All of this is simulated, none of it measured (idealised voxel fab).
Documented hereafter: the process module known as voxel released beams.
The figure presents cross-section cut, which has a width of 285 nm and is divided into square cells with an edge length of 5 nm.
Cross-section format: a grid of square cells, given as bands from top to bottom; each band is one or more rows of cells. Band: top and bottom heights (nm) first, top before bottom; then materials from left to right, widths in nm. "all across" marks a sole material filling the band edge to edge. "empty" denotes empty space. Heights are measured from 0, the level below which the as-received wafer is all one material; the lowest band has no bottom and continues downward, written as in "from 0 down". With a width like "30..40", each row of cells in the band differs from the next by the same amount, the top row carrying the first number and the bottom row the second. Key: "no alteration" - step with no changed cell in the cross-section. The entry titled "Enclosed void entries" provides the empty spaces that have no open way to the top, restricted to those of 8 cells or more. Each is presented as width x height at distance, the distance being measured from the left edge, with all three in nm. Where a step's line continues beyond its settings, the continuation is a remark by the simulator itself on that step. When a step includes a mask, the "overlay nm" setting on its line states how far to the right of its planned place that mask lay, and negative values state how far to the left.
The following list gives the planned process steps:
- 1: RECEIVE | material Si
- 2: CONFORMAL_DEP | material SiN | thk nm 5
- 3: DIRECTIONAL_DEP | material SiO2 | thk nm 20
- 4: MASKED_ETCH | tone open | mask id ANCHOR | width nm 45 | etch materials SiO2 | depth nm 20 | overlay nm 0
- 5: CONFORMAL_DEP | material polySi | thk nm 15
- 6: DIRECTIONAL_DEP | material aC | thk nm 10
- 7: PATTERN | tone cover | mask id BEAM | material resist | width nm 95 | thk nm 30 | overlay nm 0
- 8: DIRECTIONAL_ETCH | etch materials aC | depth nm 10
- 9: STRIP | etch materials resist
- 10: DIRECTIONAL_ETCH | etch materials polySi | depth nm 15
- 11: STRIP | etch materials aC
- 12: STRIP | etch materials SiO2
The cross-section here shows the wafer as received, i.e. in its state after step 1:
from 0 down  Si all across
Enclosed void entries: none
This is how the wafer looks in cross-section once the module is done, given the starting state and plan above and one mistake in carrying the plan out:
from 40 to 30  empty 90, polySi 20, empty 15, polySi 60, empty 100
from 30 to 25  polySi 110, empty 15, polySi 160
from 25 to 20  SiO2 95, polySi 15, empty 15, polySi 15, SiO2 145
from 20 to 5  SiO2 95, polySi 45, SiO2 145
from 5 to 0  SiN all across
from 0 down  Si all across
Enclosed void entries: none
Want to know what went wrong? planned and actual differ for step 10; actual: DIRECTIONAL_ETCH | etch materials polySi | depth nm 10
